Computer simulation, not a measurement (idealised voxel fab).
Documented hereafter: the process module known as voxel spacer lines.
The cross-section on display is named cut; it measures 175 nm wide, and its cells are 5 nm squares.
Cross-section spec: square-cell grid; bands listed top down; each band is one or more rows. Within each band entry, the heights of the top and of the bottom of the band appear first, in that order and in nm; the materials of the band then follow from left to right, each with its corresponding width in nm. The designation "everywhere" on a single material indicates that it fills the band from edge to edge; the designation "blank" indicates empty space. Ref level 0: as-received wafer is one material below here. Bottom band extends down with no lower bound ("0 and below"). Quick explanation for "30->40": the width changes in equal steps down the rows of cells, from the first number in the band's top row to the second number in its bottom row. "no modification" for a step: no cell of the cross-section changed in that step. "Cavities, sealed" specifies each empty space that is not open to the top and that occupies no fewer than 8 cells, using the form width x height at distance, the distance measured from the left edge and all three quantities in nm. Heads up: the bit after the settings on a step's line is the simulator's remark on that step. A step's line can hold "overlay nm"; with a mask on that step, the setting says how far right of the planned place the mask lay, while a negative setting says it lay to the left.
## The following list gives the planned process steps
1) RECEIVE [material Si]
2) CONFORMAL_DEP [material Al2O3] [thk nm 10]
3) DIRECTIONAL_DEP [material TiN] [thk nm 10]
4) DIRECTIONAL_DEP [material aC] [thk nm 30]
5) PATTERN [tone cover] [mask id MANDREL] [material resist] [width nm 20] [pitch nm 60] [thk nm 40] [overlay nm 0]
6) DIRECTIONAL_ETCH [etch materials aC] [depth nm 30]
7) STRIP [etch materials resist]
8) CONFORMAL_DEP [material SiN] [thk nm 10]
9) DIRECTIONAL_ETCH [etch materials SiN] [depth nm 10]
10) STRIP [etch materials aC]
11) DIRECTIONAL_ETCH [etch materials TiN] [depth nm 10]
12) STRIP [etch materials SiN]
## So this is the incoming wafer in cross-section - it's already been through step 1
- 0 and below: Si everywhere
- Cavities, sealed: none
## End-of-module cross-section. Starting structure and process plan as above; one mistake made in running it
- 20 down to 10: blank: 45, TiN: 20, blank: 40, TiN: 20, blank: 50
- 10 down to 0: Al2O3 everywhere
- 0 and below: Si everywhere
- Cavities, sealed: none
What was the processing mistake? not per plan at step 5, really ran PATTERN [tone open] [mask id MANDREL] [material resist] [width nm 20] [pitch nm 60] [thk nm 40] [overlay nm 0]
